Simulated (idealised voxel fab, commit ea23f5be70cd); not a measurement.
A process module follows: voxel released beams.
In the cross-section labelled cut, the width is 160 nm and each square cell is 5 nm.
In what follows, cross-sections appear as grids of square cells, described through bands that run from the top down, where every band is one or more rows of cells. What a band's entry tells you: where the top is and where the bottom is, as heights in nm, and after that what lies inside, material by material from left to right, each with its width in nm. Empty space is written as the word "air", and a single material marked with the word "edge to edge" occupies the band from edge to edge. Ref level 0: as-received wafer is one material below here. Bottom band extends down with no lower bound ("0..down"). Width spec "30->40" -> top row of cells at first value, bottom row at second value, equal per-row change in between. Take "nothing got changed" at face value: in the step it is given for, the cross-section changed in none of its cells. Entry "Closed internal voids" = empty spaces >= 8 cells with no open way to the top; each as width x height at distance, distance from left edge, all nm. On each step's line, the part that comes after the settings is the simulator's own comment on the step. On any step carrying a mask, the "overlay nm" setting, if present on the step's line, tells how far right of its planned place the mask lay; negative values point to the left.
### The following list gives the planned process steps
1,RECEIVE [material Si]
2,CONFORMAL_DEP [material SiN] [thk nm 5]
3,DIRECTIONAL_DEP [material SiO2] [thk nm 20]
4,MASKED_ETCH [tone open] [mask id ANCHOR] [width nm 45] [etch materials SiO2] [depth nm 20] [overlay nm 0]
5,CONFORMAL_DEP [material polySi] [thk nm 15]
6,MASKED_ETCH [tone cover] [mask id BEAM] [width nm 115] [etch materials polySi] [depth nm 15] [overlay nm 0]
7,STRIP [etch materials SiO2]
### Run as planned: first of two wafers
### Cross-section of the incoming wafer, state after step 1
    0..down: Si edge to edge
    Closed internal voids: none
### Wafer after step 2 (cross-section)
    5..0: SiN edge to edge
    Whatever lies below 0 is exactly as it was before.
### Wafer after step 3 (cross-section)
    25..5: SiO2 edge to edge
    Whatever lies below 5 is exactly as it was before.
### Wafer after step 4 (cross-section)
    25..5: 25 nm SiO2, 45 nm air, 90 nm SiO2
    Whatever lies below 5 is exactly as it was before.
### Wafer after step 5 (cross-section)
    40..25: 40 nm polySi, 15 nm air, 105 nm polySi
    25..20: 25 nm SiO2, 15 nm polySi, 15 nm air, 15 nm polySi, 90 nm SiO2
    20..5: 25 nm SiO2, 45 nm polySi, 90 nm SiO2
    Whatever lies below 5 is exactly as it was before.
### Wafer after step 6 (cross-section)
    40..25: 20 nm air, 20 nm polySi, 15 nm air, 80 nm polySi, 25 nm air
    Whatever lies below 25 is exactly as it was before.
### Wafer after step 7 (cross-section)
    40..25: 20 nm air, 20 nm polySi, 15 nm air, 80 nm polySi, 25 nm air
    25..20: 25 nm air, 15 nm polySi, 15 nm air, 15 nm polySi, 90 nm air
    20..5: 25 nm air, 45 nm polySi, 90 nm air
    Whatever lies below 5 is exactly as it was before.
### Now the other wafer: same start, same recipe, but we messed up one thing when running it. Up to and including step 1 it's the same as the first one
What the second wafer looks like in cross-section when step 2 should have wrapped up: nothing got changed
### What the second wafer looks like in cross-section when step 3 should have wrapped up
    20..0: SiO2 edge to edge
    Whatever lies below 0 is exactly as it was before.
### What the second wafer looks like in cross-section when step 4 should have wrapped up
    20..0: 25 nm SiO2, 45 nm air, 90 nm SiO2
    Whatever lies below 0 is exactly as it was before.
### What the second wafer looks like in cross-section when step 5 should have wrapped up
    35..20: 40 nm polySi, 15 nm air, 105 nm polySi
    20..15: 25 nm SiO2, 15 nm polySi, 15 nm air, 15 nm polySi, 90 nm SiO2
    15..0: 25 nm SiO2, 45 nm polySi, 90 nm SiO2
    Whatever lies below 0 is exactly as it was before.
### What the second wafer looks like in cross-section when step 6 should have wrapped up
    35..20: 20 nm air, 20 nm polySi, 15 nm air, 80 nm polySi, 25 nm air
    Whatever lies below 20 is exactly as it was before.
### What the second wafer looks like in cross-section when step 7 should have wrapped up
    35..20: 20 nm air, 20 nm polySi, 15 nm air, 80 nm polySi, 25 nm air
    20..15: 25 nm air, 15 nm polySi, 15 nm air, 15 nm polySi, 90 nm air
    15..0: 25 nm air, 45 nm polySi, 90 nm air
    Whatever lies below 0 is exactly as it was before.
Heads up, the wafer didn't run the way we planned it: step 2 of the plan got skipped, so it never ran
Materials where the second wafer ends with more or fewer cells than the first: -32 SiN
